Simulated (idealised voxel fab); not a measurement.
The following process module bears the name voxel released beams.
Cross-section cut spans 285 nm and uses square cells 5 nm in size.
In this document a cross-section is written as a grid of square cells. It is given as a series of bands, listed from the top down, and a band is one or more rows of cells.
Band entry format. Leading values: height of top, height of bottom, nm. Remainder: materials in left-to-right order, each with its width in nm. Special words: "all across" on a single material, which then fills the band edge to edge; "air", empty space.
Heights are measured from 0, the level below which the as-received wafer is all one material; the lowest band has no bottom and continues downward, written as in "0 -> down".
The width entry "30 to 40" should be interpreted row by row: the top row of cells in the band takes the first number, the bottom row takes the second number, and the change between adjacent rows is uniform throughout.
"no change occurred" means the step left every cell of the cross-section as it was.
Each empty space that has no open way to the top and spans at least 8 cells appears under "Voids, fully enclosed" as width x height at distance, the distance counted from the left edge, all in nm.
Heads up: the bit after the settings on a step's line is the simulator's remark on that step.
overlay nm: right-of-plan distance of the mask on a masked step; negative values mean left-of-plan.
[Set out below are the planned steps of the process]
| 1 | op RECEIVE | material Si |
| 2 | op CONFORMAL_DEP | material SiN | thk nm 10 |
| 3 | op DIRECTIONAL_DEP | material SiO2 | thk nm 10 |
| 4 | op MASKED_ETCH | tone open | mask id ANCHOR | width nm 30 | etch materials SiO2 | depth nm 10 | overlay nm 0 |
| 5 | op CONFORMAL_DEP | material polySi | thk nm 10 |
| 6 | op DIRECTIONAL_DEP | material aC | thk nm 15 |
| 7 | op PATTERN | tone cover | mask id BEAM | material resist | width nm 110 | thk nm 30 | overlay nm 0 |
| 8 | op DIRECTIONAL_ETCH | etch materials aC | depth nm 15 |
| 9 | op STRIP | etch materials resist |
| 10 | op DIRECTIONAL_ETCH | etch materials polySi | depth nm 10 |
| 11 | op STRIP | etch materials aC |
| 12 | op STRIP | etch materials SiO2 |
[What follows covers the first of two wafers; it ran as planned]
[Incoming wafer, cross-sectional view, post step 1]
    0 -> down: Si all across
    Voids, fully enclosed: none
[Step 2 complete: cross-section through the wafer]
    10 -> 0: SiN all across
    Under 0: no change, same as before.
[Step 3 complete: cross-section through the wafer]
    20 -> 10: SiO2 all across
    Under 10: no change, same as before.
[Step 4 complete: cross-section through the wafer]
    20 -> 10: SiO2 90 nm, air 30 nm, SiO2 165 nm
    Under 10: no change, same as before.
[Step 5 complete: cross-section through the wafer]
    30 -> 20: polySi 100 nm, air 10 nm, polySi 175 nm
    20 -> 10: SiO2 90 nm, polySi 30 nm, SiO2 165 nm
    Under 10: no change, same as before.
[Step 6 complete: cross-section through the wafer]
    45 -> 35: aC 100 nm, air 10 nm, aC 175 nm
    35 -> 30: aC all across
    30 -> 20: polySi 100 nm, aC 10 nm, polySi 175 nm
    Under 20: no change, same as before.
[Step 7 complete: cross-section through the wafer]
    75 -> 45: air 85 nm, resist 110 nm, air 90 nm
    45 -> 35: aC 100 nm, resist 10 nm, aC 175 nm
    Under 35: no change, same as before.
[Step 8 complete: cross-section through the wafer]
    60 -> 45: air 85 nm, resist 110 nm, air 90 nm
    45 -> 35: air 85 nm, aC 15 nm, resist 10 nm, aC 85 nm, air 90 nm
    35 -> 30: air 85 nm, aC 110 nm, air 90 nm
    Under 30: no change, same as before.
[Step 9 complete: cross-section through the wafer]
    45 -> 35: air 85 nm, aC 15 nm, air 10 nm, aC 85 nm, air 90 nm
    Under 35: no change, same as before.
[Step 10 complete: cross-section through the wafer]
    45 -> 35: air 85 nm, aC 15 nm, air 10 nm, aC 85 nm, air 90 nm
    35 -> 30: air 85 nm, aC 110 nm, air 90 nm
    30 -> 20: air 85 nm, polySi 15 nm, aC 10 nm, polySi 85 nm, air 90 nm
    Under 20: no change, same as before.
[Step 11 complete: cross-section through the wafer]
    30 -> 20: air 85 nm, polySi 15 nm, air 10 nm, polySi 85 nm, air 90 nm
    Under 20: no change, same as before.
[Step 12 complete: cross-section through the wafer]
    30 -> 20: air 85 nm, polySi 15 nm, air 10 nm, polySi 85 nm, air 90 nm
    20 -> 10: air 90 nm, polySi 30 nm, air 165 nm
    Under 10: no change, same as before.
[Regarding the second of the two wafers: it shared the first wafer's starting condition and process plan, yet one error occurred during its execution. Its history coincides with that of the first wafer up to and including step 1]
[What the second wafer looks like in cross-section when step 2 should have wrapped up]
    10 -> 0: polySi all across
    Under 0: no change, same as before.
[What the second wafer looks like in cross-section when step 3 should have wrapped up]
    20 -> 10: SiO2 all across
    Under 10: no change, same as before.
[What the second wafer looks like in cross-section when step 4 should have wrapped up]
    20 -> 10: SiO2 90 nm, air 30 nm, SiO2 165 nm
    Under 10: no change, same as before.
[What the second wafer looks like in cross-section when step 5 should have wrapped up]
    30 -> 20: polySi 100 nm, air 10 nm, polySi 175 nm
    20 -> 10: SiO2 90 nm, polySi 30 nm, SiO2 165 nm
    Under 10: no change, same as before.
[What the second wafer looks like in cross-section when step 6 should have wrapped up]
    45 -> 35: aC 100 nm, air 10 nm, aC 175 nm
    35 -> 30: aC all across
    30 -> 20: polySi 100 nm, aC 10 nm, polySi 175 nm
    Under 20: no change, same as before.
[What the second wafer looks like in cross-section when step 7 should have wrapped up]
    75 -> 45: air 85 nm, resist 110 nm, air 90 nm
    45 -> 35: aC 100 nm, resist 10 nm, aC 175 nm
    Under 35: no change, same as before.
[What the second wafer looks like in cross-section when step 8 should have wrapped up]
    60 -> 45: air 85 nm, resist 110 nm, air 90 nm
    45 -> 35: air 85 nm, aC 15 nm, resist 10 nm, aC 85 nm, air 90 nm
    35 -> 30: air 85 nm, aC 110 nm, air 90 nm
    Under 30: no change, same as before.
[What the second wafer looks like in cross-section when step 9 should have wrapped up]
    45 -> 35: air 85 nm, aC 15 nm, air 10 nm, aC 85 nm, air 90 nm
    Under 35: no change, same as before.
[What the second wafer looks like in cross-section when step 10 should have wrapped up]
    45 -> 35: air 85 nm, aC 15 nm, air 10 nm, aC 85 nm, air 90 nm
    35 -> 30: air 85 nm, aC 110 nm, air 90 nm
    30 -> 20: air 85 nm, polySi 15 nm, aC 10 nm, polySi 85 nm, air 90 nm
    Under 20: no change, same as before.
[What the second wafer looks like in cross-section when step 11 should have wrapped up]
    30 -> 20: air 85 nm, polySi 15 nm, air 10 nm, polySi 85 nm, air 90 nm
    Under 20: no change, same as before.
[What the second wafer looks like in cross-section when step 12 should have wrapped up]
    30 -> 20: air 85 nm, polySi 15 nm, air 10 nm, polySi 85 nm, air 90 nm
    20 -> 10: air 90 nm, polySi 30 nm, air 165 nm
    Under 10: no change, same as before.
What was done differently from what was planned? step 2 did not happen as planned, as run it was op CONFORMAL_DEP | material polySi | thk nm 10
End check, counted in cells, second wafer has more or fewer of these materials than the first: -114 SiN | +114 polySi
